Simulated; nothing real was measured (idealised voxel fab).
Herein follows the process module entitled voxel self aligned vias.
210 nm wide, 5 nm square cells: that's cross-section cut.
Heads up, the way a cross-section reads in here is a grid of square cells, handed over as bands from the top down, with every band being one or more rows of cells.
This entry defines a band. It first specifies the height of the band's top and the height of its bottom in nm, and then specifies the band's materials from left to right, stating each material with its width in nm. The word "everywhere" identifies a single material that fills the band from edge to edge, while the word "air" identifies empty space.
Ref level 0: as-received wafer is one material below here. Bottom band extends down with no lower bound ("z 0 and below").
With a width like "30 to 40", each row of cells in the band differs from the next by the same amount, the top row carrying the first number and the bottom row the second.
Where a step carries "no alterations made", the cross-section came out of it unchanged, cell for cell.
"Sealed void inventory" lists enclosed empty spaces (at least 8 cells, no open path upward to the top), each as width x height at distance from the left edge, in nm.
It should be noted that, on the line of a given step, the content following the step's settings is a remark produced by the simulator itself with respect to that step.
The line of a step may include "overlay nm". On a step with a mask, this value is how far to the right of its planned place the mask lay. A negative value means the mask lay to the left.

Planned process steps:
1) RECEIVE: material Si
2) CONFORMAL_DEP: material SiO2, thk nm 10
3) CONFORMAL_DEP: material SiCN, thk nm 5
4) DIRECTIONAL_DEP: material lowk, thk nm 30
5) PATTERN: tone open, mask id LINES, material resist, width nm 20, pitch nm 55, thk nm 15, overlay nm 0
6) DIRECTIONAL_ETCH: etch materials lowk, depth nm 30
7) STRIP: etch materials resist
8) CONFORMAL_DEP: material TiN, thk nm 5
9) FILL_DEP: material W, thk nm 10
10) CMP: height nm 45
11) SELECTIVE_ETCH: etch materials W Ru TiN, depth nm 10
12) FILL_DEP: material SiN, thk nm 5
13) CMP: height nm 45
14) DIRECTIONAL_DEP: material lowk, thk nm 20
15) MASKED_ETCH: tone open, mask id VIAS, width nm 40, etch materials lowk, depth nm 20, overlay nm 0
16) MASKED_ETCH: tone open, mask id VIAS, width nm 40, etch materials SiN, depth nm 10, overlay nm 0
17) CONFORMAL_DEP: material TiN, thk nm 5
18) FILL_DEP: material W, thk nm 10
19) CMP: height nm 65
20) CONFORMAL_DEP: material SiCN, thk nm 5

Here's what the wafer looked like in cross-section when it arrived - that's after step 1:
  z 0 and below | Si everywhere
  Sealed void inventory: none

As-planned run: cross-section of the first of two wafers at end of module:
  z 70 to 65 | SiCN everywhere
  z 65 to 50 | lowk 55 nm  TiN 5 nm  W 30 nm  TiN 5 nm  lowk 115 nm
  z 50 to 45 | lowk 55 nm  TiN 15 nm  W 10 nm  TiN 15 nm  lowk 115 nm
  z 45 to 40 | lowk 65 nm  TiN 5 nm  W 10 nm  TiN 5 nm  lowk 35 nm  SiN 20 nm  lowk 70 nm
  z 40 to 35 | lowk 65 nm  TiN 20 nm  lowk 35 nm  SiN 20 nm  lowk 70 nm
  z 35 to 20 | lowk 65 nm  TiN 5 nm  W 10 nm  TiN 5 nm  lowk 35 nm  TiN 5 nm  W 10 nm  TiN 5 nm  lowk 70 nm
  z 20 to 15 | lowk 65 nm  TiN 20 nm  lowk 35 nm  TiN 20 nm  lowk 70 nm
  z 15 to 10 | SiCN everywhere
  z 10 to 0 | SiO2 everywhere
  z 0 and below | Si everywhere
  Sealed void inventory: none

Presented here is a cross-section of the second of the two wafers as it stood at the end of the module. It was started in the same manner and assigned the same plan as the first wafer; however, one mistake was made in its execution:
  z 70 to 65 | SiCN everywhere
  z 65 to 45 | lowk 55 nm  TiN 5 nm  W 30 nm  TiN 5 nm  lowk 115 nm
  z 45 to 40 | lowk 55 nm  TiN 5 nm  W 30 nm  TiN 5 nm  lowk 25 nm  SiN 20 nm  lowk 70 nm
  z 40 to 35 | lowk 55 nm  TiN 40 nm  lowk 25 nm  SiN 20 nm  lowk 70 nm
  z 35 to 25 | lowk 55 nm  TiN 15 nm  W 10 nm  TiN 15 nm  lowk 25 nm  TiN 5 nm  W 10 nm  TiN 5 nm  lowk 70 nm
  z 25 to 20 | lowk 65 nm  TiN 5 nm  W 10 nm  TiN 5 nm  lowk 35 nm  TiN 5 nm  W 10 nm  TiN 5 nm  lowk 70 nm
  z 20 to 15 | lowk 65 nm  TiN 20 nm  lowk 35 nm  TiN 20 nm  lowk 70 nm
  z 15 to 10 | SiCN everywhere
  z 10 to 0 | SiO2 everywhere
  z 0 and below | Si everywhere
  Sealed void inventory: none
Nonconformance to the process plan: twice, step 15 of the plan was run
Final comparison by cell count, materials where the second wafer has more or fewer than the first: 8 more of TiN, 8 more of W, 16 fewer of lowk
